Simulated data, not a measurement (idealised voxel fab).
Module name: voxel plated lines (process module)
Xsec cut, 230 nm wide, square cell size 5 nm.
Cross-sections here: square-cell grids, written as top-down lists of bands, a band being one or more rows of cells. Top height, bottom height, nm. Materials left to right, width each, nm. Single material + "all across" = fills band edge to edge. "empty" = empty. Convention: height 0 is the level below which the wafer, as received, is all one material. The lowest band does not terminate at the bottom but continues downward, represented as "from 0 down". Quick explanation for "30 to 40": the width changes in equal steps down the rows of cells, from the first number in the band's top row to the second number in its bottom row. "no change" after a step means that no cell of the cross-section changed. The entry titled "Fully enclosed voids" provides the empty spaces that have no open way to the top, restricted to those of 8 cells or more. Each is presented as width x height at distance, the distance being measured from the left edge, with all three in nm. Note: text after step settings on the step line = simulator remark on that step. "overlay nm" answers the question of how far to the right of plan the mask lay on a step that has a mask, and when it is negative the answer is to the left. Reading guide: pairs of cross-sections, before and after one process step; after view cut off at lowest changed band; step and settings listed under each pair. Pairs may stem from different runs of this module on the same starting wafer; continuity with the pair above only where the "Pre-process state" entry states it.

[Pre-process state]
    from 0 down  Si all across
    Fully enclosed voids: none

[Post-Step Appearance]
    from 5 to 0  Al2O3 all across
    Below 0, the layers are the same as they were.
    Fully enclosed voids: none
So what happened between those two cross-sections up there? CONFORMAL_DEP,material Al2O3,thk nm 5

Pre-process state: nothing new to draw here, it's the after view of the pair just above.

[Post-Step Appearance]
    from 10 to 5  TiN all across
    Below 5, the layers are the same as they were.
    Fully enclosed voids: none
So what happened between those two cross-sections up there? DIRECTIONAL_DEP,material TiN,thk nm 5

Pre-process state: nothing new to draw here, it's the after view of the pair just above.

[Post-Step Appearance]
    from 45 to 10  35 nm resist | 20 nm empty | 25 nm resist | 20 nm empty | 25 nm resist | 20 nm empty | 25 nm resist | 20 nm empty | 40 nm resist
    Below 10, the layers are the same as they were.
    Fully enclosed voids: none
So what happened between those two cross-sections up there? PATTERN,tone open,mask id LINES,material resist,width nm 20,pitch nm 45,thk nm 35,overlay nm 0

Pre-process state: nothing new to draw here, it's the after view of the pair just above.

[Post-Step Appearance]
    from 45 to 20  35 nm resist | 20 nm empty | 25 nm resist | 20 nm empty | 25 nm resist | 20 nm empty | 25 nm resist | 20 nm empty | 40 nm resist
    from 20 to 10  35 nm resist | 20 nm Ru | 25 nm resist | 20 nm Ru | 25 nm resist | 20 nm Ru | 25 nm resist | 20 nm Ru | 40 nm resist
    Below 10, the layers are the same as they were.
    Fully enclosed voids: none
So what happened between those two cross-sections up there? EPI,material Ru,thk nm 10

Pre-process state: nothing new to draw here, it's the after view of the pair just above.

[Post-Step Appearance]
    from 45 to 25  35 nm resist | 20 nm empty | 25 nm resist | 20 nm empty | 25 nm resist | 20 nm empty | 25 nm resist | 20 nm empty | 40 nm resist
    from 25 to 10  35 nm resist | 20 nm Ru | 25 nm resist | 20 nm Ru | 25 nm resist | 20 nm Ru | 25 nm resist | 20 nm Ru | 40 nm resist
    Below 10, the layers are the same as they were.
    Fully enclosed voids: none
So what happened between those two cross-sections up there? EPI,material Ru,thk nm 5

Pre-process state: nothing new to draw here, it's the after view of the pair just above.

[Post-Step Appearance]
    from 45 to 30  35 nm resist | 20 nm empty | 25 nm resist | 20 nm empty | 25 nm resist | 20 nm empty | 25 nm resist | 20 nm empty | 40 nm resist
    from 30 to 10  35 nm resist | 20 nm Ru | 25 nm resist | 20 nm Ru | 25 nm resist | 20 nm Ru | 25 nm resist | 20 nm Ru | 40 nm resist
    Below 10, the layers are the same as they were.
    Fully enclosed voids: none
So what happened between those two cross-sections up there? EPI,material Ru,thk nm 5

Pre-process state: nothing new to draw here, it's the after view of the pair just above.

[Post-Step Appearance]
    from 30 to 10  35 nm empty | 20 nm Ru | 25 nm empty | 20 nm Ru | 25 nm empty | 20 nm Ru | 25 nm empty | 20 nm Ru | 40 nm empty
    Below 10, the layers are the same as they were.
    Fully enclosed voids: none
So what happened between those two cross-sections up there? STRIP,etch materials resist

Pre-process state: nothing new to draw here, it's the after view of the pair just above.

[Post-Step Appearance]
    from 30 to 10  35 nm empty | 20 nm Ru | 25 nm empty | 20 nm Ru | 25 nm empty | 20 nm Ru | 25 nm empty | 20 nm Ru | 40 nm empty
    from 10 to 5  35 nm empty | 20 nm TiN | 25 nm empty | 20 nm TiN | 25 nm empty | 20 nm TiN | 25 nm empty | 20 nm TiN | 40 nm empty
    Below 5, the layers are the same as they were.
    Fully enclosed voids: none
So what happened between those two cross-sections up there? DIRECTIONAL_ETCH,etch materials TiN,depth nm 5

Pre-process state: nothing new to draw here, it's the after view of the pair just above.

[Post-Step Appearance]
    from 35 to 30  30 nm empty | 30 nm SiO2 | 15 nm empty | 30 nm SiO2 | 15 nm empty | 30 nm SiO2 | 15 nm empty | 30 nm SiO2 | 35 nm empty
    from 30 to 10  30 nm empty | 5 nm SiO2 | 20 nm Ru | 5 nm SiO2 | 15 nm empty | 5 nm SiO2 | 20 nm Ru | 5 nm SiO2 | 15 nm empty | 5 nm SiO2 | 20 nm Ru | 5 nm SiO2 | 15 nm empty | 5 nm SiO2 | 20 nm Ru | 5 nm SiO2 | 35 nm empty
    from 10 to 5  35 nm SiO2 | 20 nm TiN | 25 nm SiO2 | 20 nm TiN | 25 nm SiO2 | 20 nm TiN | 25 nm SiO2 | 20 nm TiN | 40 nm SiO2
    Below 5, the layers are the same as they were.
    Fully enclosed voids: none
So what happened between those two cross-sections up there? CONFORMAL_DEP,material SiO2,thk nm 5

[Pre-process state]
    from 5 to 0  Al2O3 all across
    from 0 down  Si all across
    Fully enclosed voids: none

[Post-Step Appearance]
    from 40 to 5  35 nm resist | 20 nm empty | 25 nm resist | 20 nm empty | 25 nm resist | 20 nm empty | 25 nm resist | 20 nm empty | 40 nm resist
    Below 5, the layers are the same as they were.
    Fully enclosed voids: none
So what happened between those two cross-sections up there? PATTERN,tone open,mask id LINES,material resist,width nm 20,pitch nm 45,thk nm 35,overlay nm 0

Pre-process state: nothing new to draw here, it's the after view of the pair just above.

[Post-Step Appearance]
    from 5 to 0  Al2O3 all across
    Below 0, the layers are the same as they were.
    Fully enclosed voids: none
So what happened between those two cross-sections up there? STRIP,etch materials resist

Pre-process state: nothing new to draw here, it's the after view of the pair just above.

[Post-Step Appearance]
    from 10 to 5  SiO2 all across
    Below 5, the layers are the same as they were.
    Fully enclosed voids: none
So what happened between those two cross-sections up there? CONFORMAL_DEP,material SiO2,thk nm 5

[Pre-process state]
    from 45 to 20  35 nm resist | 20 nm empty | 25 nm resist | 20 nm empty | 25 nm resist | 20 nm empty | 25 nm resist | 20 nm empty | 40 nm resist
    from 20 to 10  35 nm resist | 20 nm Ru | 25 nm resist | 20 nm Ru | 25 nm resist | 20 nm Ru | 25 nm resist | 20 nm Ru | 40 nm resist
    from 10 to 5  TiN all across
    from 5 to 0  Al2O3 all across
    from 0 down  Si all across
    Fully enclosed voids: none

[Post-Step Appearance]
    from 45 to 30  35 nm resist | 20 nm empty | 25 nm resist | 20 nm empty | 25 nm resist | 20 nm empty | 25 nm resist | 20 nm empty | 40 nm resist
    from 30 to 10  35 nm resist | 20 nm Ru | 25 nm resist | 20 nm Ru | 25 nm resist | 20 nm Ru | 25 nm resist | 20 nm Ru | 40 nm resist
    Below 10, the layers are the same as they were.
    Fully enclosed voids: none
So what happened between those two cross-sections up there? EPI,material Ru,thk nm 10

Pre-process state: nothing new to draw here, it's the after view of the pair just above.

[Post-Step Appearance]
    from 45 to 35  35 nm resist | 20 nm empty | 25 nm resist | 20 nm empty | 25 nm resist | 20 nm empty | 25 nm resist | 20 nm empty | 40 nm resist
    from 35 to 10  35 nm resist | 20 nm Ru | 25 nm resist | 20 nm Ru | 25 nm resist | 20 nm Ru | 25 nm resist | 20 nm Ru | 40 nm resist
    Below 10, the layers are the same as they were.
    Fully enclosed voids: none
So what happened between those two cross-sections up there? EPI,material Ru,thk nm 5

Pre-process state: nothing new to draw here, it's the after view of the pair just above.

[Post-Step Appearance]
    from 45 to 40  35 nm resist | 20 nm empty | 25 nm resist | 20 nm empty | 25 nm resist | 20 nm empty | 25 nm resist | 20 nm empty | 40 nm resist
    from 40 to 10  35 nm resist | 20 nm Ru | 25 nm resist | 20 nm Ru | 25 nm resist | 20 nm Ru | 25 nm resist | 20 nm Ru | 40 nm resist
    Below 10, the layers are the same as they were.
    Fully enclosed voids: none
So what happened between those two cross-sections up there? EPI,material Ru,thk nm 5

Pre-process state: nothing new to draw here, it's the after view of the pair just above.

[Post-Step Appearance]
    from 40 to 10  35 nm empty | 20 nm Ru | 25 nm empty | 20 nm Ru | 25 nm empty | 20 nm Ru | 25 nm empty | 20 nm Ru | 40 nm empty
    Below 10, the layers are the same as they were.
    Fully enclosed voids: none
So what happened between those two cross-sections up there? STRIP,etch materials resist

Pre-process state: nothing new to draw here, it's the after view of the pair just above.

[Post-Step Appearance]
    from 40 to 10  35 nm empty | 20 nm Ru | 25 nm empty | 20 nm Ru | 25 nm empty | 20 nm Ru | 25 nm empty | 20 nm Ru | 40 nm empty
    from 10 to 5  35 nm empty | 20 nm TiN | 25 nm empty | 20 nm TiN | 25 nm empty | 20 nm TiN | 25 nm empty | 20 nm TiN | 40 nm empty
    Below 5, the layers are the same as they were.
    Fully enclosed voids: none
So what happened between those two cross-sections up there? DIRECTIONAL_ETCH,etch materials TiN,depth nm 5

Pre-process state: nothing new to draw here, it's the after view of the pair just above.

[Post-Step Appearance]
    from 45 to 40  30 nm empty | 30 nm SiO2 | 15 nm empty | 30 nm SiO2 | 15 nm empty | 30 nm SiO2 | 15 nm empty | 30 nm SiO2 | 35 nm empty
    from 40 to 10  30 nm empty | 5 nm SiO2 | 20 nm Ru | 5 nm SiO2 | 15 nm empty | 5 nm SiO2 | 20 nm Ru | 5 nm SiO2 | 15 nm empty | 5 nm SiO2 | 20 nm Ru | 5 nm SiO2 | 15 nm empty | 5 nm SiO2 | 20 nm Ru | 5 nm SiO2 | 35 nm empty
    from 10 to 5  35 nm SiO2 | 20 nm TiN | 25 nm SiO2 | 20 nm TiN | 25 nm SiO2 | 20 nm TiN | 25 nm SiO2 | 20 nm TiN | 40 nm SiO2
    Below 5, the layers are the same as they were.
    Fully enclosed voids: none
So what happened between those two cross-sections up there? CONFORMAL_DEP,material SiO2,thk nm 5

[Pre-process state]
    from 10 to 5  TiN all across
    from 5 to 0  Al2O3 all across
    from 0 down  Si all across
    Fully enclosed voids: none

[Post-Step Appearance]
    from 20 to 10  Ru all across
    Below 10, the layers are the same as they were.
    Fully enclosed voids: none
So what happened between those two cross-sections up there? EPI,material Ru,thk nm 10

Pre-process state: nothing new to draw here, it's the after view of the pair just above.

[Post-Step Appearance]
    from 55 to 20  35 nm resist | 20 nm empty | 25 nm resist | 20 nm empty | 25 nm resist | 20 nm empty | 25 nm resist | 20 nm empty | 40 nm resist
    Below 20, the layers are the same as they were.
    Fully enclosed voids: none
So what happened between those two cross-sections up there? PATTERN,tone open,mask id LINES,material resist,width nm 20,pitch nm 45,thk nm 35,overlay nm 0

Pre-process state: nothing new to draw here, it's the after view of the pair just above.

[Post-Step Appearance]
    from 55 to 25  35 nm resist | 20 nm empty | 25 nm resist | 20 nm empty | 25 nm resist | 20 nm empty | 25 nm resist | 20 nm empty | 40 nm resist
    from 25 to 20  35 nm resist | 20 nm Ru | 25 nm resist | 20 nm Ru | 25 nm resist | 20 nm Ru | 25 nm resist | 20 nm Ru | 40 nm resist
    Below 20, the layers are the same as they were.
    Fully enclosed voids: none
So what happened between those two cross-sections up there? EPI,material Ru,thk nm 5

Pre-process state: nothing new to draw here, it's the after view of the pair just above.

[Post-Step Appearance]
    from 55 to 30  35 nm resist | 20 nm empty | 25 nm resist | 20 nm empty | 25 nm resist | 20 nm empty | 25 nm resist | 20 nm empty | 40 nm resist
    from 30 to 20  35 nm resist | 20 nm Ru | 25 nm resist | 20 nm Ru | 25 nm resist | 20 nm Ru | 25 nm resist | 20 nm Ru | 40 nm resist
    Below 20, the layers are the same as they were.
    Fully enclosed voids: none
So what happened between those two cross-sections up there? EPI,material Ru,thk nm 5

Pre-process state: nothing new to draw here, it's the after view of the pair just above.

[Post-Step Appearance]
    from 30 to 20  35 nm empty | 20 nm Ru | 25 nm empty | 20 nm Ru | 25 nm empty | 20 nm Ru | 25 nm empty | 20 nm Ru | 40 nm empty
    Below 20, the layers are the same as they were.
    Fully enclosed voids: none
So what happened between those two cross-sections up there? STRIP,etch materials resist

Pre-process state: nothing new to draw here, it's the after view of the pair just above.

[Post-Step Appearance]
    from 35 to 30  30 nm empty | 30 nm SiO2 | 15 nm empty | 30 nm SiO2 | 15 nm empty | 30 nm SiO2 | 15 nm empty | 30 nm SiO2 | 35 nm empty
    from 30 to 25  30 nm empty | 5 nm SiO2 | 20 nm Ru | 5 nm SiO2 | 15 nm empty | 5 nm SiO2 | 20 nm Ru | 5 nm SiO2 | 15 nm empty | 5 nm SiO2 | 20 nm Ru | 5 nm SiO2 | 15 nm empty | 5 nm SiO2 | 20 nm Ru | 5 nm SiO2 | 35 nm empty
    from 25 to 20  35 nm SiO2 | 20 nm Ru | 25 nm SiO2 | 20 nm Ru | 25 nm SiO2 | 20 nm Ru | 25 nm SiO2 | 20 nm Ru | 40 nm SiO2
    Below 20, the layers are the same as they were.
    Fully enclosed voids: none
So what happened between those two cross-sections up there? CONFORMAL_DEP,material SiO2,thk nm 5

[Pre-process state]
    from 0 down  Si all across
    Fully enclosed voids: none

[Post-Step Appearance]
    from 15 to 0  Al2O3 all across
    Below 0, the layers are the same as they were.
    Fully enclosed voids: none
So what happened between those two cross-sections up there? CONFORMAL_DEP,material Al2O3,thk nm 15

Pre-process state: nothing new to draw here, it's the after view of the pair just above.

[Post-Step Appearance]
    from 20 to 15  TiN all across
    Below 15, the layers are the same as they were.
    Fully enclosed voids: none
So what happened between those two cross-sections up there? DIRECTIONAL_DEP,material TiN,thk nm 5

Pre-process state: nothing new to draw here, it's the after view of the pair just above.

[Post-Step Appearance]
    from 55 to 20  35 nm resist | 20 nm empty | 25 nm resist | 20 nm empty | 25 nm resist | 20 nm empty | 25 nm resist | 20 nm empty | 40 nm resist
    Below 20, the layers are the same as they were.
    Fully enclosed voids: none
So what happened between those two cross-sections up there? PATTERN,tone open,mask id LINES,material resist,width nm 20,pitch nm 45,thk nm 35,overlay nm 0

Pre-process state: nothing new to draw here, it's the after view of the pair just above.

[Post-Step Appearance]
    from 55 to 30  35 nm resist | 20 nm empty | 25 nm resist | 20 nm empty | 25 nm resist | 20 nm empty | 25 nm resist | 20 nm empty | 40 nm resist
    from 30 to 20  35 nm resist | 20 nm Ru | 25 nm resist | 20 nm Ru | 25 nm resist | 20 nm Ru | 25 nm resist | 20 nm Ru | 40 nm resist
    Below 20, the layers are the same as they were.
    Fully enclosed voids: none
So what happened between those two cross-sections up there? EPI,material Ru,thk nm 10

Pre-process state: nothing new to draw here, it's the after view of the pair just above.

[Post-Step Appearance]
    from 55 to 35  35 nm resist | 20 nm empty | 25 nm resist | 20 nm empty | 25 nm resist | 20 nm empty | 25 nm resist | 20 nm empty | 40 nm resist
    from 35 to 20  35 nm resist | 20 nm Ru | 25 nm resist | 20 nm Ru | 25 nm resist | 20 nm Ru | 25 nm resist | 20 nm Ru | 40 nm resist
    Below 20, the layers are the same as they were.
    Fully enclosed voids: none
So what happened between those two cross-sections up there? EPI,material Ru,thk nm 5

Pre-process state: nothing new to draw here, it's the after view of the pair just above.

[Post-Step Appearance]
    from 55 to 40  35 nm resist | 20 nm empty | 25 nm resist | 20 nm empty | 25 nm resist | 20 nm empty | 25 nm resist | 20 nm empty | 40 nm resist
    from 40 to 20  35 nm resist | 20 nm Ru | 25 nm resist | 20 nm Ru | 25 nm resist | 20 nm Ru | 25 nm resist | 20 nm Ru | 40 nm resist
    Below 20, the layers are the same as they were.
    Fully enclosed voids: none
So what happened between those two cross-sections up there? EPI,material Ru,thk nm 5

Pre-process state: nothing new to draw here, it's the after view of the pair just above.

[Post-Step Appearance]
    from 40 to 20  35 nm empty | 20 nm Ru | 25 nm empty | 20 nm Ru | 25 nm empty | 20 nm Ru | 25 nm empty | 20 nm Ru | 40 nm empty
    Below 20, the layers are the same as they were.
    Fully enclosed voids: none
So what happened between those two cross-sections up there? STRIP,etch materials resist

Pre-process state: nothing new to draw here, it's the after view of the pair just above.

[Post-Step Appearance]
    from 40 to 20  35 nm empty | 20 nm Ru | 25 nm empty | 20 nm Ru | 25 nm empty | 20 nm Ru | 25 nm empty | 20 nm Ru | 40 nm empty
    from 20 to 15  35 nm empty | 20 nm TiN | 25 nm empty | 20 nm TiN | 25 nm empty | 20 nm TiN | 25 nm empty | 20 nm TiN | 40 nm empty
    Below 15, the layers are the same as they were.
    Fully enclosed voids: none
So what happened between those two cross-sections up there? DIRECTIONAL_ETCH,etch materials TiN,depth nm 5

Pre-process state: nothing new to draw here, it's the after view of the pair just above.

[Post-Step Appearance]
    from 45 to 40  30 nm empty | 30 nm SiO2 | 15 nm empty | 30 nm SiO2 | 15 nm empty | 30 nm SiO2 | 15 nm empty | 30 nm SiO2 | 35 nm empty
    from 40 to 20  30 nm empty | 5 nm SiO2 | 20 nm Ru | 5 nm SiO2 | 15 nm empty | 5 nm SiO2 | 20 nm Ru | 5 nm SiO2 | 15 nm empty | 5 nm SiO2 | 20 nm Ru | 5 nm SiO2 | 15 nm empty | 5 nm SiO2 | 20 nm Ru | 5 nm SiO2 | 35 nm empty
    from 20 to 15  35 nm SiO2 | 20 nm TiN | 25 nm SiO2 | 20 nm TiN | 25 nm SiO2 | 20 nm TiN | 25 nm SiO2 | 20 nm TiN | 40 nm SiO2
    Below 15, the layers are the same as they were.
    Fully enclosed voids: none
So what happened between those two cross-sections up there? CONFORMAL_DEP,material SiO2,thk nm 5

[Pre-process state]
    from 10 to 5  TiN all across
    from 5 to 0  Al2O3 all across
    from 0 down  Si all across
    Fully enclosed voids: none

[Post-Step Appearance]
    from 45 to 10  30 nm resist | 30 nm empty | 15 nm resist | 30 nm empty | 15 nm resist | 30 nm empty | 15 nm resist | 30 nm empty | 35 nm resist
    Below 10, the layers are the same as they were.
    Fully enclosed voids: none
So what happened between those two cross-sections up there? PATTERN,tone open,mask id LINES,material resist,width nm 30,pitch nm 45,thk nm 35,overlay nm 0

Pre-process state: nothing new to draw here, it's the after view of the pair just above.

[Post-Step Appearance]
    from 45 to 20  30 nm resist | 30 nm empty | 15 nm resist | 30 nm empty | 15 nm resist | 30 nm empty | 15 nm resist | 30 nm empty | 35 nm resist
    from 20 to 10  30 nm resist | 30 nm Ru | 15 nm resist | 30 nm Ru | 15 nm resist | 30 nm Ru | 15 nm resist | 30 nm Ru | 35 nm resist
    Below 10, the layers are the same as they were.
    Fully enclosed voids: none
So what happened between those two cross-sections up there? EPI,material Ru,thk nm 10

Pre-process state: nothing new to draw here, it's the after view of the pair just above.

[Post-Step Appearance]
    from 45 to 25  30 nm resist | 30 nm empty | 15 nm resist | 30 nm empty | 15 nm resist | 30 nm empty | 15 nm resist | 30 nm empty | 35 nm resist
    from 25 to 10  30 nm resist | 30 nm Ru | 15 nm resist | 30 nm Ru | 15 nm resist | 30 nm Ru | 15 nm resist | 30 nm Ru | 35 nm resist
    Below 10, the layers are the same as they were.
    Fully enclosed voids: none
So what happened between those two cross-sections up there? EPI,material Ru,thk nm 5

Pre-process state: nothing new to draw here, it's the after view of the pair just above.

[Post-Step Appearance]
    from 45 to 30  30 nm resist | 30 nm empty | 15 nm resist | 30 nm empty | 15 nm resist | 30 nm empty | 15 nm resist | 30 nm empty | 35 nm resist
    from 30 to 10  30 nm resist | 30 nm Ru | 15 nm resist | 30 nm Ru | 15 nm resist | 30 nm Ru | 15 nm resist | 30 nm Ru | 35 nm resist
    Below 10, the layers are the same as they were.
    Fully enclosed voids: none
So what happened between those two cross-sections up there? EPI,material Ru,thk nm 5

Pre-process state: nothing new to draw here, it's the after view of the pair just above.

[Post-Step Appearance]
    from 30 to 10  30 nm empty | 30 nm Ru | 15 nm empty | 30 nm Ru | 15 nm empty | 30 nm Ru | 15 nm empty | 30 nm Ru | 35 nm empty
    Below 10, the layers are the same as they were.
    Fully enclosed voids: none
So what happened between those two cross-sections up there? STRIP,etch materials resist

Pre-process state: nothing new to draw here, it's the after view of the pair just above.

[Post-Step Appearance]
    from 30 to 10  30 nm empty | 30 nm Ru | 15 nm empty | 30 nm Ru | 15 nm empty | 30 nm Ru | 15 nm empty | 30 nm Ru | 35 nm empty
    from 10 to 5  30 nm empty | 30 nm TiN | 15 nm empty | 30 nm TiN | 15 nm empty | 30 nm TiN | 15 nm empty | 30 nm TiN | 35 nm empty
    Below 5, the layers are the same as they were.
    Fully enclosed voids: none
So what happened between those two cross-sections up there? DIRECTIONAL_ETCH,etch materials TiN,depth nm 5

Pre-process state: nothing new to draw here, it's the after view of the pair just above.

[Post-Step Appearance]
    from 35 to 30  25 nm empty | 40 nm SiO2 | 5 nm empty | 40 nm SiO2 | 5 nm empty | 40 nm SiO2 | 5 nm empty | 40 nm SiO2 | 30 nm empty
    from 30 to 10  25 nm empty | 5 nm SiO2 | 30 nm Ru | 5 nm SiO2 | 5 nm empty | 5 nm SiO2 | 30 nm Ru | 5 nm SiO2 | 5 nm empty | 5 nm SiO2 | 30 nm Ru | 5 nm SiO2 | 5 nm empty | 5 nm SiO2 | 30 nm Ru | 5 nm SiO2 | 30 nm empty
    from 10 to 5  30 nm SiO2 | 30 nm TiN | 15 nm SiO2 | 30 nm TiN | 15 nm SiO2 | 30 nm TiN | 15 nm SiO2 | 30 nm TiN | 35 nm SiO2
    Below 5, the layers are the same as they were.
    Fully enclosed voids: none
So what happened between those two cross-sections up there? CONFORMAL_DEP,material SiO2,thk nm 5

[Pre-process state]
    from 10 to 5  TiN all across
    from 5 to 0  Al2O3 all across
    from 0 down  Si all across
    Fully enclosed voids: none

[Post-Step Appearance]
    from 45 to 10  25 nm resist | 20 nm empty | 25 nm resist | 20 nm empty | 25 nm resist | 20 nm empty | 25 nm resist | 20 nm empty | 50 nm resist
    Below 10, the layers are the same as they were.
    Fully enclosed voids: none
So what happened between those two cross-sections up there? PATTERN,tone open,mask id LINES,material resist,width nm 20,pitch nm 45,thk nm 35,overlay nm -10

Pre-process state: nothing new to draw here, it's the after view of the pair just above.

[Post-Step Appearance]
    from 45 to 20  25 nm resist | 20 nm empty | 25 nm resist | 20 nm empty | 25 nm resist | 20 nm empty | 25 nm resist | 20 nm empty | 50 nm resist
    from 20 to 10  25 nm resist | 20 nm Ru | 25 nm resist | 20 nm Ru | 25 nm resist | 20 nm Ru | 25 nm resist | 20 nm Ru | 50 nm resist
    Below 10, the layers are the same as they were.
    Fully enclosed voids: none
So what happened between those two cross-sections up there? EPI,material Ru,thk nm 10

Pre-process state: nothing new to draw here, it's the after view of the pair just above.

[Post-Step Appearance]
    from 45 to 25  25 nm resist | 20 nm empty | 25 nm resist | 20 nm empty | 25 nm resist | 20 nm empty | 25 nm resist | 20 nm empty | 50 nm resist
    from 25 to 10  25 nm resist | 20 nm Ru | 25 nm resist | 20 nm Ru | 25 nm resist | 20 nm Ru | 25 nm resist | 20 nm Ru | 50 nm resist
    Below 10, the layers are the same as they were.
    Fully enclosed voids: none
So what happened between those two cross-sections up there? EPI,material Ru,thk nm 5

Pre-process state: nothing new to draw here, it's the after view of the pair just above.

[Post-Step Appearance]
    from 45 to 30  25 nm resist | 20 nm empty | 25 nm resist | 20 nm empty | 25 nm resist | 20 nm empty | 25 nm resist | 20 nm empty | 50 nm resist
    from 30 to 10  25 nm resist | 20 nm Ru | 25 nm resist | 20 nm Ru | 25 nm resist | 20 nm Ru | 25 nm resist | 20 nm Ru | 50 nm resist
    Below 10, the layers are the same as they were.
    Fully enclosed voids: none
So what happened between those two cross-sections up there? EPI,material Ru,thk nm 5

Pre-process state: nothing new to draw here, it's the after view of the pair just above.

[Post-Step Appearance]
    from 30 to 10  25 nm empty | 20 nm Ru | 25 nm empty | 20 nm Ru | 25 nm empty | 20 nm Ru | 25 nm empty | 20 nm Ru | 50 nm empty
    Below 10, the layers are the same as they were.
    Fully enclosed voids: none
So what happened between those two cross-sections up there? STRIP,etch materials resist

Pre-process state: nothing new to draw here, it's the after view of the pair just above.

[Post-Step Appearance]
    from 30 to 10  25 nm empty | 20 nm Ru | 25 nm empty | 20 nm Ru | 25 nm empty | 20 nm Ru | 25 nm empty | 20 nm Ru | 50 nm empty
    from 10 to 5  25 nm empty | 20 nm TiN | 25 nm empty | 20 nm TiN | 25 nm empty | 20 nm TiN | 25 nm empty | 20 nm TiN | 50 nm empty
    Below 5, the layers are the same as they were.
    Fully enclosed voids: none
So what happened between those two cross-sections up there? DIRECTIONAL_ETCH,etch materials TiN,depth nm 5

Pre-process state: nothing new to draw here, it's the after view of the pair just above.

[Post-Step Appearance]
    from 35 to 30  20 nm empty | 30 nm SiO2 | 15 nm empty | 30 nm SiO2 | 15 nm empty | 30 nm SiO2 | 15 nm empty | 30 nm SiO2 | 45 nm empty
    from 30 to 10  20 nm empty | 5 nm SiO2 | 20 nm Ru | 5 nm SiO2 | 15 nm empty | 5 nm SiO2 | 20 nm Ru | 5 nm SiO2 | 15 nm empty | 5 nm SiO2 | 20 nm Ru | 5 nm SiO2 | 15 nm empty | 5 nm SiO2 | 20 nm Ru | 5 nm SiO2 | 45 nm empty
    from 10 to 5  25 nm SiO2 | 20 nm TiN | 25 nm SiO2 | 20 nm TiN | 25 nm SiO2 | 20 nm TiN | 25 nm SiO2 | 20 nm TiN | 50 nm SiO2
    Below 5, the layers are the same as they were.
    Fully enclosed voids: none
So what happened between those two cross-sections up there? CONFORMAL_DEP,material SiO2,thk nm 5

[Pre-process state]
    from 5 to 0  Al2O3 all across
    from 0 down  Si all across
    Fully enclosed voids: none

[Post-Step Appearance]
    from 10 to 5  SiO2 all across
    Below 5, the layers are the same as they were.
    Fully enclosed voids: none
So what happened between those two cross-sections up there? DIRECTIONAL_DEP,material SiO2,thk nm 5

Pre-process state: nothing new to draw here, it's the after view of the pair just above.

[Post-Step Appearance]
    from 45 to 10  35 nm resist | 20 nm empty | 25 nm resist | 20 nm empty | 25 nm resist | 20 nm empty | 25 nm resist | 20 nm empty | 40 nm resist
    Below 10, the layers are the same as they were.
    Fully enclosed voids: none
So what happened between those two cross-sections up there? PATTERN,tone open,mask id LINES,material resist,width nm 20,pitch nm 45,thk nm 35,overlay nm 0

Pre-process state: nothing new to draw here, it's the after view of the pair just above.

[Post-Step Appearance]
    from 10 to 5  SiO2 all across
    Below 5, the layers are the same as they were.
    Fully enclosed voids: none
So what happened between those two cross-sections up there? STRIP,etch materials resist

Pre-process state: nothing new to draw here, it's the after view of the pair just above.

[Post-Step Appearance]
    from 15 to 5  SiO2 all across
    Below 5, the layers are the same as they were.
    Fully enclosed voids: none
So what happened between those two cross-sections up there? CONFORMAL_DEP,material SiO2,thk nm 5

[Pre-process state]
    from 10 to 5  TiN all across
    from 5 to 0  Al2O3 all across
    from 0 down  Si all across
    Fully enclosed voids: none

[Post-Step Appearance]
    from 45 to 10  35 nm empty | 20 nm resist | 25 nm empty | 20 nm resist | 25 nm empty | 20 nm resist | 25 nm empty | 20 nm resist | 40 nm empty
    Below 10, the layers are the same as they were.
    Fully enclosed voids: none
So what happened between those two cross-sections up there? PATTERN,tone cover,mask id LINES,material resist,width nm 20,pitch nm 45,thk nm 35,overlay nm 0

Pre-process state: nothing new to draw here, it's the after view of the pair just above.

[Post-Step Appearance]
    from 45 to 20  35 nm empty | 20 nm resist | 25 nm empty | 20 nm resist | 25 nm empty | 20 nm resist | 25 nm empty | 20 nm resist | 40 nm empty
    from 20 to 10  35 nm Ru | 20 nm resist | 25 nm Ru | 20 nm resist | 25 nm Ru | 20 nm resist | 25 nm Ru | 20 nm resist | 40 nm Ru
    Below 10, the layers are the same as they were.
    Fully enclosed voids: none
So what happened between those two cross-sections up there? EPI,material Ru,thk nm 10

Pre-process state: nothing new to draw here, it's the after view of the pair just above.

[Post-Step Appearance]
    from 45 to 25  35 nm empty | 20 nm resist | 25 nm empty | 20 nm resist | 25 nm empty | 20 nm resist | 25 nm empty | 20 nm resist | 40 nm empty
    from 25 to 10  35 nm Ru | 20 nm resist | 25 nm Ru | 20 nm resist | 25 nm Ru | 20 nm resist | 25 nm Ru | 20 nm resist | 40 nm Ru
    Below 10, the layers are the same as they were.
    Fully enclosed voids: none
So what happened between those two cross-sections up there? EPI,material Ru,thk nm 5

Pre-process state: nothing new to draw here, it's the after view of the pair just above.

[Post-Step Appearance]
    from 45 to 30  35 nm empty | 20 nm resist | 25 nm empty | 20 nm resist | 25 nm empty | 20 nm resist | 25 nm empty | 20 nm resist | 40 nm empty
    from 30 to 10  35 nm Ru | 20 nm resist | 25 nm Ru | 20 nm resist | 25 nm Ru | 20 nm resist | 25 nm Ru | 20 nm resist | 40 nm Ru
    Below 10, the layers are the same as they were.
    Fully enclosed voids: none
So what happened between those two cross-sections up there? EPI,material Ru,thk nm 5

Pre-process state: nothing new to draw here, it's the after view of the pair just above.

[Post-Step Appearance]
    from 30 to 10  35 nm Ru | 20 nm empty | 25 nm Ru | 20 nm empty | 25 nm Ru | 20 nm empty | 25 nm Ru | 20 nm empty | 40 nm Ru
    Below 10, the layers are the same as they were.
    Fully enclosed voids: none
So what happened between those two cross-sections up there? STRIP,etch materials resist

Pre-process state: nothing new to draw here, it's the after view of the pair just above.

[Post-Step Appearance]
    from 30 to 10  35 nm Ru | 20 nm empty | 25 nm Ru | 20 nm empty | 25 nm Ru | 20 nm empty | 25 nm Ru | 20 nm empty | 40 nm Ru
    from 10 to 5  35 nm TiN | 20 nm empty | 25 nm TiN | 20 nm empty | 25 nm TiN | 20 nm empty | 25 nm TiN | 20 nm empty | 40 nm TiN
    Below 5, the layers are the same as they were.
    Fully enclosed voids: none
So what happened between those two cross-sections up there? DIRECTIONAL_ETCH,etch materials TiN,depth nm 5
